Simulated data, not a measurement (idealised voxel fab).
process module | voxel released beams
cross-section cut | 205 nm wide | cells 5 nm
A cross-section is a grid of square cells, given in bands from the top down. A band is one or more rows of cells.
Each band's line starts with the height of the band's top and of its bottom, in nm. Then come its materials from left to right, each with its width in nm. One material with "throughout" fills the band from edge to edge. "air" is empty space.
Height 0 is the level under which the wafer as received is all one material. The lowest band goes on downwards, as in "0 down".
A width such as "30 to 40" changes by the same amount from each row of cells to the next, from the band's top row to its bottom row.
"no change" after a step means that no cell of the cross-section changed.
closed voids: empty space of 8 cells or more with no open way to the top, each as width x height at its distance from the left edge, in nm
after a step's settings: what the simulator itself notes on the step
overlay nm, on a step with a mask: how far to the right of its planned place the mask lay; to the left if negative
plan
1 op RECEIVE | material Si
2 op CONFORMAL_DEP | material Al2O3 | thk nm 10
3 op DIRECTIONAL_DEP | material SiO2 | thk nm 10
4 op DIRECTIONAL_DEP | material aC | thk nm 10
5 op PATTERN | tone open | mask id ANCHOR | material resist | width nm 35 | thk nm 25 | overlay nm 0
6 op DIRECTIONAL_ETCH | etch materials aC | depth nm 10
7 op STRIP | etch materials resist
8 op DIRECTIONAL_ETCH | etch materials SiO2 | depth nm 10
9 op STRIP | etch materials aC
10 op CONFORMAL_DEP | material polySi | thk nm 15
11 op MASKED_ETCH | tone cover | mask id BEAM | width nm 85 | etch materials polySi | depth nm 15 | overlay nm 0
12 op STRIP | etch materials SiO2
as received, after step 1
  0 down: Si throughout
  closed voids: none
a wafer at the end: this start, this plan, one mistake
  20 to 10: SiO2 60 | air 35 | SiO2 110
  10 to 0: Al2O3 throughout
  0 down: Si throughout
  closed voids: none
what went wrong: step 12 ran as: op STRIP | etch materials polySi
